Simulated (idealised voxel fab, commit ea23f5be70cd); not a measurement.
The process module presented herein is designated voxel capacitor over wiring.
We display cut, a cross-section 145 nm in width whose square cells are each 5 nm.
Cross-section = grid of square cells, listed top down in bands; band = one or more rows.
Within each band entry, the heights of the top and of the bottom of the band appear first, in that order and in nm; the materials of the band then follow from left to right, each with its corresponding width in nm. The designation "edge to edge" on a single material indicates that it fills the band from edge to edge; the designation "empty" indicates empty space.
Heights are expressed relative to 0, this being the level below which the as-received wafer comprises one material exclusively. The lowest band is unbounded in the downward direction and is denoted as in "top 0, no bottom".
With a width like "30->40", each row of cells in the band differs from the next by the same amount, the top row carrying the first number and the bottom row the second.
Given "nothing was modified" for a step, no cell of the cross-section differs between before and after that step.
Empty spaces without an open route to the top, at least 8 cells in extent, make up the entry "Voids lacking openings"; each is given as width x height at distance, where the distance is measured from the left edge, and all are in nm.
That trailing text on a step's line, after the settings, is the simulator's own remark on the step.
"overlay nm", when on a step's line for a step with a mask, measures how far to the right of its planned place the mask lay; a negative measure means to the left.
From here on the document is pairs. In a pair, the cross-section before one process step comes with the cross-section after it, and the latter goes no deeper than the lowest band that changed. What lies in between, the step and its settings, is written under the pair. A pair may be from a different run of this module on the same starting wafer than the pair above it, so it continues from that pair only where its entry headed "Prior to step" says so.
Prior to step
* top 0, no bottom  Si edge to edge
* Voids lacking openings: none
As Processed
* top 10, bottom 0  SiO2 edge to edge
* Note: structure below 0 unchanged.
* Voids lacking openings: none
What process step lies between the two cross-sections above? CONFORMAL_DEP (material SiO2; thk nm 10)
Prior to step: this step begins from the cross-section that the pair just above shows after its step.
As Processed
* top 15, bottom 10  SiN edge to edge
* Note: structure below 10 unchanged.
* Voids lacking openings: none
What process step lies between the two cross-sections above? CONFORMAL_DEP (material SiN; thk nm 5)
Prior to step: this step begins from the cross-section that the pair just above shows after its step.
As Processed
* top 30, bottom 15  SiO2 edge to edge
* Note: structure below 15 unchanged.
* Voids lacking openings: none
What process step lies between the two cross-sections above? DIRECTIONAL_DEP (material SiO2; thk nm 15)
Prior to step: this step begins from the cross-section that the pair just above shows after its step.
As Processed
* top 45, bottom 30  resist=25; empty=20; resist=55; empty=20; resist=25
* Note: structure below 30 unchanged.
* Voids lacking openings: none
What process step lies between the two cross-sections above? PATTERN (tone open; mask id METAL_1; material resist; width nm 20; pitch nm 75; thk nm 15; overlay nm 0)
Prior to step: this step begins from the cross-section that the pair just above shows after its step.
As Processed
* top 45, bottom 30  resist=25; empty=20; resist=55; empty=20; resist=25
* top 30, bottom 15  SiO2=25; empty=20; SiO2=55; empty=20; SiO2=25
* Note: structure below 15 unchanged.
* Voids lacking openings: none
What process step lies between the two cross-sections above? DIRECTIONAL_ETCH (etch materials SiO2; depth nm 15)
Prior to step: this step begins from the cross-section that the pair just above shows after its step.
As Processed
* top 45, bottom 30  resist=25; empty=20; resist=55; empty=20; resist=25
* top 30, bottom 15  SiO2=25; empty=20; SiO2=55; empty=20; SiO2=25
* top 15, bottom 10  SiN=25; empty=20; SiN=55; empty=20; SiN=25
* Note: structure below 10 unchanged.
* Voids lacking openings: none
What process step lies between the two cross-sections above? DIRECTIONAL_ETCH (etch materials SiN; depth nm 5)
Prior to step: this step begins from the cross-section that the pair just above shows after its step.
As Processed
* top 30, bottom 15  SiO2=25; empty=20; SiO2=55; empty=20; SiO2=25
* Note: structure below 15 unchanged.
* Voids lacking openings: none
What process step lies between the two cross-sections above? STRIP (etch materials resist)
Prior to step: this step begins from the cross-section that the pair just above shows after its step.
As Processed
* top 35, bottom 30  TiN=30; empty=10; TiN=65; empty=10; TiN=30
* top 30, bottom 15  SiO2=25; TiN=5; empty=10; TiN=5; SiO2=55; TiN=5; empty=10; TiN=5; SiO2=25
* top 15, bottom 10  SiN=25; TiN=20; SiN=55; TiN=20; SiN=25
* Note: structure below 10 unchanged.
* Voids lacking openings: none
What process step lies between the two cross-sections above? CONFORMAL_DEP (material TiN; thk nm 5)
Prior to step: this step begins from the cross-section that the pair just above shows after its step.
As Processed
* top 40, bottom 35  Cu edge to edge
* top 35, bottom 30  TiN=30; Cu=10; TiN=65; Cu=10; TiN=30
* top 30, bottom 15  SiO2=25; TiN=5; Cu=10; TiN=5; SiO2=55; TiN=5; Cu=10; TiN=5; SiO2=25
* Note: structure below 15 unchanged.
* Voids lacking openings: none
What process step lies between the two cross-sections above? FILL_DEP (material Cu; thk nm 5)
Prior to step: this step begins from the cross-section that the pair just above shows after its step.
As Processed
* top 30, bottom 15  SiO2=25; TiN=5; Cu=10; TiN=5; SiO2=55; TiN=5; Cu=10; TiN=5; SiO2=25
* Note: structure below 15 unchanged.
* Voids lacking openings: none
What process step lies between the two cross-sections above? CMP (height nm 30)
Prior to step: this step begins from the cross-section that the pair just above shows after its step.
As Processed
* top 35, bottom 30  SiCN edge to edge
* Note: structure below 30 unchanged.
* Voids lacking openings: none
What process step lies between the two cross-sections above? CONFORMAL_DEP (material SiCN; thk nm 5)
Prior to step: this step begins from the cross-section that the pair just above shows after its step.
As Processed
* top 55, bottom 35  SiO2 edge to edge
* Note: structure below 35 unchanged.
* Voids lacking openings: none
What process step lies between the two cross-sections above? DIRECTIONAL_DEP (material SiO2; thk nm 20)
Prior to step: this step begins from the cross-section that the pair just above shows after its step.
As Processed
* top 70, bottom 55  resist=30; empty=15; resist=100
* Note: structure below 55 unchanged.
* Voids lacking openings: none
What process step lies between the two cross-sections above? PATTERN (tone open; mask id PLUG_1; material resist; width nm 15; thk nm 15; overlay nm 0)
Prior to step: this step begins from the cross-section that the pair just above shows after its step.
As Processed
* top 70, bottom 55  resist=30; empty=15; resist=100
* top 55, bottom 35  SiO2=30; empty=15; SiO2=100
* Note: structure below 35 unchanged.
* Voids lacking openings: none
What process step lies between the two cross-sections above? DIRECTIONAL_ETCH (etch materials SiO2; depth nm 20)
Prior to step: this step begins from the cross-section that the pair just above shows after its step.
As Processed
* top 70, bottom 55  resist=30; empty=15; resist=100
* top 55, bottom 35  SiO2=30; empty=15; SiO2=100
* top 35, bottom 30  SiCN=30; empty=15; SiCN=100
* Note: structure below 30 unchanged.
* Voids lacking openings: none
What process step lies between the two cross-sections above? DIRECTIONAL_ETCH (etch materials SiCN; depth nm 5)
Prior to step: this step begins from the cross-section that the pair just above shows after its step.
As Processed
* top 55, bottom 35  SiO2=30; empty=15; SiO2=100
* Note: structure below 35 unchanged.
* Voids lacking openings: none
What process step lies between the two cross-sections above? STRIP (etch materials resist)
Prior to step: this step begins from the cross-section that the pair just above shows after its step.
As Processed
* top 60, bottom 55  TiN=35; empty=5; TiN=105
* top 55, bottom 35  SiO2=30; TiN=5; empty=5; TiN=5; SiO2=100
* top 35, bottom 30  SiCN=30; TiN=15; SiCN=100
* Note: structure below 30 unchanged.
* Voids lacking openings: none
What process step lies between the two cross-sections above? CONFORMAL_DEP (material TiN; thk nm 5)
Prior to step: this step begins from the cross-section that the pair just above shows after its step.
As Processed
* top 70, bottom 60  Cu edge to edge
* top 60, bottom 55  TiN=35; Cu=5; TiN=105
* top 55, bottom 35  SiO2=30; TiN=5; Cu=5; TiN=5; SiO2=100
* Note: structure below 35 unchanged.
* Voids lacking openings: none
What process step lies between the two cross-sections above? FILL_DEP (material Cu; thk nm 10)
Prior to step: this step begins from the cross-section that the pair just above shows after its step.
As Processed
* top 55, bottom 35  SiO2=30; TiN=5; Cu=5; TiN=5; SiO2=100
* Note: structure below 35 unchanged.
* Voids lacking openings: none
What process step lies between the two cross-sections above? CMP (height nm 55)
Prior to step: this step begins from the cross-section that the pair just above shows after its step.
As Processed
* top 60, bottom 55  TiN edge to edge
* Note: structure below 55 unchanged.
* Voids lacking openings: none
What process step lies between the two cross-sections above? DIRECTIONAL_DEP (material TiN; thk nm 5)
Prior to step: this step begins from the cross-section that the pair just above shows after its step.
As Processed
* top 65, bottom 60  SiN edge to edge
* Note: structure below 60 unchanged.
* Voids lacking openings: none
What process step lies between the two cross-sections above? DIRECTIONAL_DEP (material SiN; thk nm 5)
Prior to step: this step begins from the cross-section that the pair just above shows after its step.
As Processed
* top 70, bottom 65  TiN edge to edge
* Note: structure below 65 unchanged.
* Voids lacking openings: none
What process step lies between the two cross-sections above? DIRECTIONAL_DEP (material TiN; thk nm 5)
Prior to step: this step begins from the cross-section that the pair just above shows after its step.
As Processed
* top 85, bottom 70  empty=30; resist=60; empty=55
* Note: structure below 70 unchanged.
* Voids lacking openings: none
What process step lies between the two cross-sections above? PATTERN (tone cover; mask id UPPER_PLATE; material resist; width nm 60; thk nm 15; overlay nm 0)
Prior to step: this step begins from the cross-section that the pair just above shows after its step.
As Processed
* top 85, bottom 70  empty=30; resist=60; empty=55
* top 70, bottom 65  empty=30; TiN=60; empty=55
* Note: structure below 65 unchanged.
* Voids lacking openings: none
What process step lies between the two cross-sections above? DIRECTIONAL_ETCH (etch materials TiN; depth nm 5)
Prior to step: this step begins from the cross-section that the pair just above shows after its step.
As Processed
* top 85, bottom 70  empty=30; resist=60; empty=55
* top 70, bottom 65  empty=30; TiN=60; empty=55
* top 65, bottom 60  empty=30; SiN=60; empty=55
* Note: structure below 60 unchanged.
* Voids lacking openings: none
What process step lies between the two cross-sections above? DIRECTIONAL_ETCH (etch materials SiN; depth nm 5)
Prior to step: this step begins from the cross-section that the pair just above shows after its step.
As Processed
* top 70, bottom 65  empty=30; TiN=60; empty=55
* Note: structure below 65 unchanged.
* Voids lacking openings: none
What process step lies between the two cross-sections above? STRIP (etch materials resist)
Prior to step: this step begins from the cross-section that the pair just above shows after its step.
As Processed
* top 90, bottom 70  empty=25; resist=70; empty=50
* top 70, bottom 65  empty=25; resist=5; TiN=60; resist=5; empty=50
* top 65, bottom 60  empty=25; resist=5; SiN=60; resist=5; empty=50
* Note: structure below 60 unchanged.
* Voids lacking openings: none
What process step lies between the two cross-sections above? PATTERN (tone cover; mask id LOWER_PLATE; material resist; width nm 70; thk nm 20; overlay nm 0)
Prior to step: this step begins from the cross-section that the pair just above shows after its step.
As Processed
* top 90, bottom 70  empty=25; resist=70; empty=50
* top 70, bottom 65  empty=25; resist=5; TiN=60; resist=5; empty=50
* top 65, bottom 60  empty=25; resist=5; SiN=60; resist=5; empty=50
* top 60, bottom 55  empty=25; TiN=70; empty=50
* Note: structure below 55 unchanged.
* Voids lacking openings: none
What process step lies between the two cross-sections above? DIRECTIONAL_ETCH (etch materials TiN; depth nm 5)
Prior to step: this step begins from the cross-section that the pair just above shows after its step.
As Processed
* top 70, bottom 65  empty=30; TiN=60; empty=55
* top 65, bottom 60  empty=30; SiN=60; empty=55
* Note: structure below 60 unchanged.
* Voids lacking openings: none
What process step lies between the two cross-sections above? STRIP (etch materials resist)
Prior to step: this step begins from the cross-section that the pair just above shows after its step.
As Processed
* top 90, bottom 70  SiO2 edge to edge
* top 70, bottom 65  SiO2=30; TiN=60; SiO2=55
* top 65, bottom 60  SiO2=30; SiN=60; SiO2=55
* top 60, bottom 55  SiO2=25; TiN=70; SiO2=50
* Note: structure below 55 unchanged.
* Voids lacking openings: none
What process step lies between the two cross-sections above? FILL_DEP (material SiO2; thk nm 20)
Prior to step: this step begins from the cross-section that the pair just above shows after its step.
As Processed
* top 85, bottom 70  SiO2 edge to edge
* Note: structure below 70 unchanged.
* Voids lacking openings: none
What process step lies between the two cross-sections above? CMP (height nm 85)
Prior to step: this step begins from the cross-section that the pair just above shows after its step.
As Processed
* top 100, bottom 85  resist=40; empty=15; resist=90
* Note: structure below 85 unchanged.
* Voids lacking openings: none
What process step lies between the two cross-sections above? PATTERN (tone open; mask id PLUG_2; material resist; width nm 15; thk nm 15; overlay nm 0)
Prior to step: this step begins from the cross-section that the pair just above shows after its step.
As Processed
* top 100, bottom 85  resist=40; empty=15; resist=90
* top 85, bottom 70  SiO2=40; empty=15; SiO2=90
* Note: structure below 70 unchanged.
* Voids lacking openings: none
What process step lies between the two cross-sections above? DIRECTIONAL_ETCH (etch materials SiO2; depth nm 15)
Prior to step: this step begins from the cross-section that the pair just above shows after its step.
As Processed
* top 85, bottom 70  SiO2=40; empty=15; SiO2=90
* Note: structure below 70 unchanged.
* Voids lacking openings: none
What process step lies between the two cross-sections above? STRIP (etch materials resist)
Prior to step: this step begins from the cross-section that the pair just above shows after its step.
As Processed
* top 90, bottom 85  TiN=45; empty=5; TiN=95
* top 85, bottom 75  SiO2=40; TiN=5; empty=5; TiN=5; SiO2=90
* top 75, bottom 65  SiO2=40->30; TiN=15->60; SiO2=90->55
* Note: structure below 65 unchanged.
* Voids lacking openings: none
What process step lies between the two cross-sections above? CONFORMAL_DEP (material TiN; thk nm 5)
Prior to step: this step begins from the cross-section that the pair just above shows after its step.
As Processed
* top 100, bottom 90  Ru edge to edge
* top 90, bottom 85  TiN=45; Ru=5; TiN=95
* top 85, bottom 75  SiO2=40; TiN=5; Ru=5; TiN=5; SiO2=90
* Note: structure below 75 unchanged.
* Voids lacking openings: none
What process step lies between the two cross-sections above? FILL_DEP (material Ru; thk nm 10)
Prior to step: this step begins from the cross-section that the pair just above shows after its step.
As Processed
* top 85, bottom 75  SiO2=40; TiN=5; Ru=5; TiN=5; SiO2=90
* Note: structure below 75 unchanged.
* Voids lacking openings: none
What process step lies between the two cross-sections above? CMP (height nm 85)
Prior to step: this step begins from the cross-section that the pair just above shows after its step.
As Processed
* top 90, bottom 85  SiN edge to edge
* Note: structure below 85 unchanged.
* Voids lacking openings: none
What process step lies between the two cross-sections above? CONFORMAL_DEP (material SiN; thk nm 5)
Prior to step
* top 100, bottom 90  Ru edge to edge
* top 90, bottom 85  TiN=45; Ru=5; TiN=95
* top 85, bottom 75  SiO2=40; TiN=5; Ru=5; TiN=5; SiO2=90
* top 75, bottom 65  SiO2=40->30; TiN=15->60; SiO2=90->55
* top 65, bottom 60  SiO2=30; SiN=60; SiO2=55
* top 60, bottom 55  SiO2=25; TiN=70; SiO2=50
* top 55, bottom 35  SiO2=30; TiN=5; Cu=5; TiN=5; SiO2=100
* top 35, bottom 30  SiCN=30; TiN=15; SiCN=100
* top 30, bottom 15  SiO2=25; TiN=5; Cu=10; TiN=5; SiO2=55; TiN=5; Cu=10; TiN=5; SiO2=25
* top 15, bottom 10  SiN=25; TiN=20; SiN=55; TiN=20; SiN=25
* top 10, bottom 0  SiO2 edge to edge
* top 0, no bottom  Si edge to edge
* Voids lacking openings: none
As Processed
* top 105, bottom 100  SiN edge to edge
* Note: structure below 100 unchanged.
* Voids lacking openings: none
What process step lies between the two cross-sections above? CONFORMAL_DEP (material SiN; thk nm 5)
Prior to step
* top 30, bottom 15  SiO2=25; TiN=5; Cu=10; TiN=5; SiO2=55; TiN=5; Cu=10; TiN=5; SiO2=25
* top 15, bottom 10  SiN=25; TiN=20; SiN=55; TiN=20; SiN=25
* top 10, bottom 0  SiO2 edge to edge
* top 0, no bottom  Si edge to edge
* Voids lacking openings: none
As Processed
* top 50, bottom 30  SiO2 edge to edge
* Note: structure below 30 unchanged.
* Voids lacking openings: none
What process step lies between the two cross-sections above? DIRECTIONAL_DEP (material SiO2; thk nm 20)
Prior to step: this step begins from the cross-section that the pair just above shows after its step.
As Processed
* top 55, bottom 50  SiCN edge to edge
* Note: structure below 50 unchanged.
* Voids lacking openings: none
What process step lies between the two cross-sections above? CONFORMAL_DEP (material SiCN; thk nm 5)
Prior to step: this step begins from the cross-section that the pair just above shows after its step.
As Processed
* top 70, bottom 55  resist=30; empty=15; resist=100
* Note: structure below 55 unchanged.
* Voids lacking openings: none
What process step lies between the two cross-sections above? PATTERN (tone open; mask id PLUG_1; material resist; width nm 15; thk nm 15; overlay nm 0)
Prior to step: this step begins from the cross-section that the pair just above shows after its step.
As Processed
* top 70, bottom 55  resist=30; empty=15; resist=100
* top 55, bottom 50  SiCN=30; empty=15; SiCN=100
* Note: structure below 50 unchanged.
* Voids lacking openings: none
What process step lies between the two cross-sections above? DIRECTIONAL_ETCH (etch materials SiCN; depth nm 5)
Prior to step: this step begins from the cross-section that the pair just above shows after its step.
As Processed
* top 55, bottom 50  SiCN=30; empty=15; SiCN=100
* Note: structure below 50 unchanged.
* Voids lacking openings: none
What process step lies between the two cross-sections above? STRIP (etch materials resist)
Prior to step: this step begins from the cross-section that the pair just above shows after its step.
As Processed
* top 60, bottom 55  TiN=35; empty=5; TiN=105
* top 55, bottom 50  SiCN=30; TiN=15; SiCN=100
* Note: structure below 50 unchanged.
* Voids lacking openings: none
What process step lies between the two cross-sections above? CONFORMAL_DEP (material TiN; thk nm 5)
Prior to step: this step begins from the cross-section that the pair just above shows after its step.
As Processed
* top 70, bottom 60  Cu edge to edge
* top 60, bottom 55  TiN=35; Cu=5; TiN=105
* Note: structure below 55 unchanged.
* Voids lacking openings: none
What process step lies between the two cross-sections above? FILL_DEP (material Cu; thk nm 10)
Prior to step: this step begins from the cross-section that the pair just above shows after its step.
As Processed
* top 55, bottom 50  SiCN=30; TiN=15; SiCN=100
* Note: structure below 50 unchanged.
* Voids lacking openings: none
What process step lies between the two cross-sections above? CMP (height nm 55)
Prior to step: this step begins from the cross-section that the pair just above shows after its step.
As Processed
* top 60, bottom 55  TiN edge to edge
* Note: structure below 55 unchanged.
* Voids lacking openings: none
What process step lies between the two cross-sections above? DIRECTIONAL_DEP (material TiN; thk nm 5)
Prior to step: this step begins from the cross-section that the pair just above shows after its step.
As Processed
* top 65, bottom 60  SiN edge to edge
* Note: structure below 60 unchanged.
* Voids lacking openings: none
What process step lies between the two cross-sections above? DIRECTIONAL_DEP (material SiN; thk nm 5)
Prior to step: this step begins from the cross-section that the pair just above shows after its step.
As Processed
* top 70, bottom 65  TiN edge to edge
* Note: structure below 65 unchanged.
* Voids lacking openings: none
What process step lies between the two cross-sections above? DIRECTIONAL_DEP (material TiN; thk nm 5)
Prior to step: this step begins from the cross-section that the pair just above shows after its step.
As Processed
* top 85, bottom 70  empty=30; resist=60; empty=55
* Note: structure below 70 unchanged.
* Voids lacking openings: none
What process step lies between the two cross-sections above? PATTERN (tone cover; mask id UPPER_PLATE; material resist; width nm 60; thk nm 15; overlay nm 0)
Prior to step: this step begins from the cross-section that the pair just above shows after its step.
As Processed
* top 85, bottom 70  empty=30; resist=60; empty=55
* top 70, bottom 65  empty=30; TiN=60; empty=55
* Note: structure below 65 unchanged.
* Voids lacking openings: none
What process step lies between the two cross-sections above? DIRECTIONAL_ETCH (etch materials TiN; depth nm 5)
Prior to step: this step begins from the cross-section that the pair just above shows after its step.
As Processed
* top 85, bottom 70  empty=30; resist=60; empty=55
* top 70, bottom 65  empty=30; TiN=60; empty=55
* top 65, bottom 60  empty=30; SiN=60; empty=55
* Note: structure below 60 unchanged.
* Voids lacking openings: none
What process step lies between the two cross-sections above? DIRECTIONAL_ETCH (etch materials SiN; depth nm 5)
Prior to step: this step begins from the cross-section that the pair just above shows after its step.
As Processed
* top 70, bottom 65  empty=30; TiN=60; empty=55
* Note: structure below 65 unchanged.
* Voids lacking openings: none
What process step lies between the two cross-sections above? STRIP (etch materials resist)
Prior to step: this step begins from the cross-section that the pair just above shows after its step.
As Processed
* top 90, bottom 70  empty=25; resist=70; empty=50
* top 70, bottom 65  empty=25; resist=5; TiN=60; resist=5; empty=50
* top 65, bottom 60  empty=25; resist=5; SiN=60; resist=5; empty=50
* Note: structure below 60 unchanged.
* Voids lacking openings: none
What process step lies between the two cross-sections above? PATTERN (tone cover; mask id LOWER_PLATE; material resist; width nm 70; thk nm 20; overlay nm 0)
Prior to step: this step begins from the cross-section that the pair just above shows after its step.
As Processed
* top 90, bottom 70  empty=25; resist=70; empty=50
* top 70, bottom 65  empty=25; resist=5; TiN=60; resist=5; empty=50
* top 65, bottom 60  empty=25; resist=5; SiN=60; resist=5; empty=50
* top 60, bottom 55  empty=25; TiN=70; empty=50
* Note: structure below 55 unchanged.
* Voids lacking openings: none
What process step lies between the two cross-sections above? DIRECTIONAL_ETCH (etch materials TiN; depth nm 5)
Prior to step: this step begins from the cross-section that the pair just above shows after its step.
As Processed
* top 70, bottom 65  empty=30; TiN=60; empty=55
* top 65, bottom 60  empty=30; SiN=60; empty=55
* Note: structure below 60 unchanged.
* Voids lacking openings: none
What process step lies between the two cross-sections above? STRIP (etch materials resist)
Prior to step: this step begins from the cross-section that the pair just above shows after its step.
As Processed
* top 90, bottom 70  SiO2 edge to edge
* top 70, bottom 65  SiO2=30; TiN=60; SiO2=55
* top 65, bottom 60  SiO2=30; SiN=60; SiO2=55
* top 60, bottom 55  SiO2=25; TiN=70; SiO2=50
* Note: structure below 55 unchanged.
* Voids lacking openings: none
What process step lies between the two cross-sections above? FILL_DEP (material SiO2; thk nm 20)
Prior to step: this step begins from the cross-section that the pair just above shows after its step.
As Processed
* top 85, bottom 70  SiO2 edge to edge
* Note: structure below 70 unchanged.
* Voids lacking openings: none
What process step lies between the two cross-sections above? CMP (height nm 85)
Prior to step: this step begins from the cross-section that the pair just above shows after its step.
As Processed
* top 100, bottom 85  resist=40; empty=15; resist=90
* Note: structure below 85 unchanged.
* Voids lacking openings: none
What process step lies between the two cross-sections above? PATTERN (tone open; mask id PLUG_2; material resist; width nm 15; thk nm 15; overlay nm 0)
Prior to step: this step begins from the cross-section that the pair just above shows after its step.
As Processed
* top 100, bottom 85  resist=40; empty=15; resist=90
* top 85, bottom 70  SiO2=40; empty=15; SiO2=90
* Note: structure below 70 unchanged.
* Voids lacking openings: none
What process step lies between the two cross-sections above? DIRECTIONAL_ETCH (etch materials SiO2; depth nm 15)
Prior to step: this step begins from the cross-section that the pair just above shows after its step.
As Processed
* top 85, bottom 70  SiO2=40; empty=15; SiO2=90
* Note: structure below 70 unchanged.
* Voids lacking openings: none
What process step lies between the two cross-sections above? STRIP (etch materials resist)
Prior to step: this step begins from the cross-section that the pair just above shows after its step.
As Processed
* top 90, bottom 85  TiN=45; empty=5; TiN=95
* top 85, bottom 75  SiO2=40; TiN=5; empty=5; TiN=5; SiO2=90
* top 75, bottom 65  SiO2=40->30; TiN=15->60; SiO2=90->55
* Note: structure below 65 unchanged.
* Voids lacking openings: none
What process step lies between the two cross-sections above? CONFORMAL_DEP (material TiN; thk nm 5)
Prior to step: this step begins from the cross-section that the pair just above shows after its step.
As Processed
* top 100, bottom 90  Ru edge to edge
* top 90, bottom 85  TiN=45; Ru=5; TiN=95
* top 85, bottom 75  SiO2=40; TiN=5; Ru=5; TiN=5; SiO2=90
* Note: structure below 75 unchanged.
* Voids lacking openings: none
What process step lies between the two cross-sections above? FILL_DEP (material Ru; thk nm 10)
Prior to step: this step begins from the cross-section that the pair just above shows after its step.
As Processed
* top 85, bottom 75  SiO2=40; TiN=5; Ru=5; TiN=5; SiO2=90
* Note: structure below 75 unchanged.
* Voids lacking openings: none
What process step lies between the two cross-sections above? CMP (height nm 85)
Prior to step: this step begins from the cross-section that the pair just above shows after its step.
As Processed
* top 90, bottom 85  SiN edge to edge
* Note: structure below 85 unchanged.
* Voids lacking openings: none
What process step lies between the two cross-sections above? CONFORMAL_DEP (material SiN; thk nm 5)
Prior to step
* top 40, bottom 35  Cu edge to edge
* top 35, bottom 30  TiN=30; Cu=10; TiN=65; Cu=10; TiN=30
* top 30, bottom 15  SiO2=25; TiN=5; Cu=10; TiN=5; SiO2=55; TiN=5; Cu=10; TiN=5; SiO2=25
* top 15, bottom 10  SiN=25; TiN=20; SiN=55; TiN=20; SiN=25
* top 10, bottom 0  SiO2 edge to edge
* top 0, no bottom  Si edge to edge
* Voids lacking openings: none
As Processed
* top 25, bottom 15  SiO2=25; TiN=5; Cu=10; TiN=5; SiO2=55; TiN=5; Cu=10; TiN=5; SiO2=25
* Note: structure below 15 unchanged.
* Voids lacking openings: none
What process step lies between the two cross-sections above? CMP (height nm 25)
Prior to step: this step begins from the cross-section that the pair just above shows after its step.
As Processed
* top 30, bottom 25  SiCN edge to edge
* Note: structure below 25 unchanged.
* Voids lacking openings: none
What process step lies between the two cross-sections above? CONFORMAL_DEP (material SiCN; thk nm 5)
Prior to step: this step begins from the cross-section that the pair just above shows after its step.
As Processed
* top 50, bottom 30  SiO2 edge to edge
* Note: structure below 30 unchanged.
* Voids lacking openings: none
What process step lies between the two cross-sections above? DIRECTIONAL_DEP (material SiO2; thk nm 20)
Prior to step: this step begins from the cross-section that the pair just above shows after its step.
As Processed
* top 65, bottom 50  resist=30; empty=15; resist=100
* Note: structure below 50 unchanged.
* Voids lacking openings: none
What process step lies between the two cross-sections above? PATTERN (tone open; mask id PLUG_1; material resist; width nm 15; thk nm 15; overlay nm 0)
Prior to step: this step begins from the cross-section that the pair just above shows after its step.
As Processed
* top 65, bottom 50  resist=30; empty=15; resist=100
* top 50, bottom 30  SiO2=30; empty=15; SiO2=100
* Note: structure below 30 unchanged.
* Voids lacking openings: none
What process step lies between the two cross-sections above? DIRECTIONAL_ETCH (etch materials SiO2; depth nm 20)
Prior to step: this step begins from the cross-section that the pair just above shows after its step.
As Processed
* top 65, bottom 50  resist=30; empty=15; resist=100
* top 50, bottom 30  SiO2=30; empty=15; SiO2=100
* top 30, bottom 25  SiCN=30; empty=15; SiCN=100
* Note: structure below 25 unchanged.
* Voids lacking openings: none
What process step lies between the two cross-sections above? DIRECTIONAL_ETCH (etch materials SiCN; depth nm 5)
Prior to step: this step begins from the cross-section that the pair just above shows after its step.
As Processed
* top 50, bottom 30  SiO2=30; empty=15; SiO2=100
* Note: structure below 30 unchanged.
* Voids lacking openings: none
What process step lies between the two cross-sections above? STRIP (etch materials resist)
Prior to step: this step begins from the cross-section that the pair just above shows after its step.
As Processed
* top 55, bottom 50  TiN=35; empty=5; TiN=105
* top 50, bottom 30  SiO2=30; TiN=5; empty=5; TiN=5; SiO2=100
* top 30, bottom 25  SiCN=30; TiN=15; SiCN=100
* Note: structure below 25 unchanged.
* Voids lacking openings: none
What process step lies between the two cross-sections above? CONFORMAL_DEP (material TiN; thk nm 5)
Prior to step: this step begins from the cross-section that the pair just above shows after its step.
As Processed
* top 65, bottom 55  Cu edge to edge
* top 55, bottom 50  TiN=35; Cu=5; TiN=105
* top 50, bottom 30  SiO2=30; TiN=5; Cu=5; TiN=5; SiO2=100
* Note: structure below 30 unchanged.
* Voids lacking openings: none
What process step lies between the two cross-sections above? FILL_DEP (material Cu; thk nm 10)
Prior to step: this step begins from the cross-section that the pair just above shows after its step.
As Processed
* top 55, bottom 50  TiN=35; Cu=5; TiN=105
* Note: structure below 50 unchanged.
* Voids lacking openings: none
What process step lies between the two cross-sections above? CMP (height nm 55)
Prior to step: this step begins from the cross-section that the pair just above shows after its step.
As Processed
* top 60, bottom 55  TiN edge to edge
* Note: structure below 55 unchanged.
* Voids lacking openings: none
What process step lies between the two cross-sections above? DIRECTIONAL_DEP (material TiN; thk nm 5)
Prior to step: this step begins from the cross-section that the pair just above shows after its step.
As Processed
* top 65, bottom 60  SiN edge to edge
* Note: structure below 60 unchanged.
* Voids lacking openings: none
What process step lies between the two cross-sections above? DIRECTIONAL_DEP (material SiN; thk nm 5)
Prior to step: this step begins from the cross-section that the pair just above shows after its step.
As Processed
* top 70, bottom 65  TiN edge to edge
* Note: structure below 65 unchanged.
* Voids lacking openings: none
What process step lies between the two cross-sections above? DIRECTIONAL_DEP (material TiN; thk nm 5)
Prior to step: this step begins from the cross-section that the pair just above shows after its step.
As Processed
* top 85, bottom 70  empty=30; resist=60; empty=55
* Note: structure below 70 unchanged.
* Voids lacking openings: none
What process step lies between the two cross-sections above? PATTERN (tone cover; mask id UPPER_PLATE; material resist; width nm 60; thk nm 15; overlay nm 0)
Prior to step: this step begins from the cross-section that the pair just above shows after its step.
As Processed
* top 85, bottom 70  empty=30; resist=60; empty=55
* top 70, bottom 65  empty=30; TiN=60; empty=55
* Note: structure below 65 unchanged.
* Voids lacking openings: none
What process step lies between the two cross-sections above? DIRECTIONAL_ETCH (etch materials TiN; depth nm 5)
Prior to step: this step begins from the cross-section that the pair just above shows after its step.
As Processed
* top 85, bottom 70  empty=30; resist=60; empty=55
* top 70, bottom 65  empty=30; TiN=60; empty=55
* top 65, bottom 60  empty=30; SiN=60; empty=55
* Note: structure below 60 unchanged.
* Voids lacking openings: none
What process step lies between the two cross-sections above? DIRECTIONAL_ETCH (etch materials SiN; depth nm 5)
Prior to step: this step begins from the cross-section that the pair just above shows after its step.
As Processed
* top 70, bottom 65  empty=30; TiN=60; empty=55
* Note: structure below 65 unchanged.
* Voids lacking openings: none
What process step lies between the two cross-sections above? STRIP (etch materials resist)
Prior to step: this step begins from the cross-section that the pair just above shows after its step.
As Processed
* top 90, bottom 70  empty=25; resist=70; empty=50
* top 70, bottom 65  empty=25; resist=5; TiN=60; resist=5; empty=50
* top 65, bottom 60  empty=25; resist=5; SiN=60; resist=5; empty=50
* Note: structure below 60 unchanged.
* Voids lacking openings: none
What process step lies between the two cross-sections above? PATTERN (tone cover; mask id LOWER_PLATE; material resist; width nm 70; thk nm 20; overlay nm 0)
Prior to step: this step begins from the cross-section that the pair just above shows after its step.
As Processed
* top 90, bottom 70  empty=25; resist=70; empty=50
* top 70, bottom 65  empty=25; resist=5; TiN=60; resist=5; empty=50
* top 65, bottom 60  empty=25; resist=5; SiN=60; resist=5; empty=50
* top 60, bottom 55  empty=25; TiN=70; empty=50
* Note: structure below 55 unchanged.
* Voids lacking openings: none
What process step lies between the two cross-sections above? DIRECTIONAL_ETCH (etch materials TiN; depth nm 5)
Prior to step: this step begins from the cross-section that the pair just above shows after its step.
As Processed
* top 70, bottom 65  empty=30; TiN=60; empty=55
* top 65, bottom 60  empty=30; SiN=60; empty=55
* Note: structure below 60 unchanged.
* Voids lacking openings: none
What process step lies between the two cross-sections above? STRIP (etch materials resist)
Prior to step: this step begins from the cross-section that the pair just above shows after its step.
As Processed
* top 90, bottom 70  SiO2 edge to edge
* top 70, bottom 65  SiO2=30; TiN=60; SiO2=55
* top 65, bottom 60  SiO2=30; SiN=60; SiO2=55
* top 60, bottom 55  SiO2=25; TiN=70; SiO2=50
* Note: structure below 55 unchanged.
* Voids lacking openings: none
What process step lies between the two cross-sections above? FILL_DEP (material SiO2; thk nm 20)
Prior to step: this step begins from the cross-section that the pair just above shows after its step.
As Processed
* top 85, bottom 70  SiO2 edge to edge
* Note: structure below 70 unchanged.
* Voids lacking openings: none
What process step lies between the two cross-sections above? CMP (height nm 85)
